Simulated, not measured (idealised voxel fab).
process module | voxel self aligned contacts
cross-section cut | 295 nm wide | cells 5 nm
A cross-section is a grid of square cells, given in bands from the top down. A band is one or more rows of cells.
Each band's line starts with the height of the band's top and of its bottom, in nm. Then come its materials from left to right, each with its width in nm. One material with "throughout" fills the band from edge to edge. "air" is empty space.
Height 0 is the level under which the wafer as received is all one material. The lowest band goes on downwards, as in "0 down".
A width such as "30 to 40" changes by the same amount from each row of cells to the next, from the band's top row to its bottom row.
"no change" after a step means that no cell of the cross-section changed.
closed voids: empty space of 8 cells or more with no open way to the top, each as width x height at its distance from the left edge, in nm
after a step's settings: what the simulator itself notes on the step
overlay nm, on a step with a mask: how far to the right of its planned place the mask lay; to the left if negative
plan
1 op RECEIVE | material Si
2 op OXIDIZE | depth nm 5
3 op DIRECTIONAL_DEP | material polySi | thk nm 30
4 op DIRECTIONAL_DEP | material SiN | thk nm 20
5 op DIRECTIONAL_DEP | material aC | thk nm 10
6 op PATTERN | tone cover | mask id GATE | material resist | width nm 25 | pitch nm 50 | thk nm 25 | overlay nm 0
7 op DIRECTIONAL_ETCH | etch materials aC | depth nm 10
8 op STRIP | etch materials resist
9 op DIRECTIONAL_ETCH | etch materials SiN | depth nm 20
10 op DIRECTIONAL_ETCH | etch materials polySi | depth nm 30
11 op STRIP | etch materials aC
12 op CONFORMAL_DEP | material SiN | thk nm 5
13 op DIRECTIONAL_ETCH | etch materials SiN | depth nm 5
14 op FILL_DEP | material SiO2 | thk nm 15
15 op CMP | height nm 60
16 op DIRECTIONAL_DEP | material aC | thk nm 15
17 op PATTERN | tone open | mask id CONTACT | material resist | width nm 35 | pitch nm 50 | thk nm 30 | overlay nm 0
18 op DIRECTIONAL_ETCH | etch materials aC | depth nm 15
19 op STRIP | etch materials resist
20 op DIRECTIONAL_ETCH | etch materials SiO2 | depth nm 65
21 op STRIP | etch materials aC
22 op CONFORMAL_DEP | material TiN | thk nm 5
23 op FILL_DEP | material Ru | thk nm 5
24 op CMP | height nm 60
25 op CONFORMAL_DEP | material SiN | thk nm 5
as received, after step 1
  0 down: Si throughout
  closed voids: none
first wafer at the end, as planned
  65 to 60: SiN throughout
  60 to 50: SiO2 105 | TiN 5 to 15 | Ru 25 to 5 | TiN 5 to 15 | SiO2 15 | TiN 5 to 15 | Ru 25 to 5 | TiN 5 to 15 | SiO2 105
  50 to 30: SiO2 80 | SiN 35 | TiN 5 | Ru 5 | TiN 5 | SiN 35 | TiN 5 | Ru 5 | TiN 5 | SiN 35 | SiO2 80
  30 to 0: SiO2 80 | SiN 5 | polySi 25 | SiN 5 | TiN 5 | Ru 5 | TiN 5 | SiN 5 | polySi 25 | SiN 5 | TiN 5 | Ru 5 | TiN 5 | SiN 5 | polySi 25 | SiN 5 | SiO2 80
  0 to -5: SiO2 115 | TiN 15 | SiO2 35 | TiN 15 | SiO2 115
  -5 down: Si throughout
  closed voids: none
second wafer at the end: like start, like plan, one mistake
  65 to 60: SiN throughout
  60 to 55: SiO2 105 | TiN 5 | Ru 25 | TiN 5 | SiO2 15 | TiN 5 | Ru 25 | TiN 5 | SiO2 105
  55 to 50: SiO2 105 | TiN 35 | SiO2 15 | TiN 35 | SiO2 105
  50 to 30: SiO2 75 | SiN 45 | TiN 5 | SiN 45 | TiN 5 | SiN 45 | SiO2 75
  30 to 0: SiO2 75 | SiN 5 | polySi 35 | SiN 5 | TiN 5 | SiN 5 | polySi 35 | SiN 5 | TiN 5 | SiN 5 | polySi 35 | SiN 5 | SiO2 75
  0 to -5: SiO2 120 | TiN 5 | SiO2 45 | TiN 5 | SiO2 120
  -5 down: Si throughout
  closed voids: none
what went wrong: step 6 ran as: op PATTERN | tone cover | mask id GATE | material resist | width nm 35 | pitch nm 50 | thk nm 25 | overlay nm 0
at the end the second wafer has, in cells: 22 fewer of Ru | 24 more of SiN | 16 fewer of SiO2 | 22 fewer of TiN | 36 more of polySi
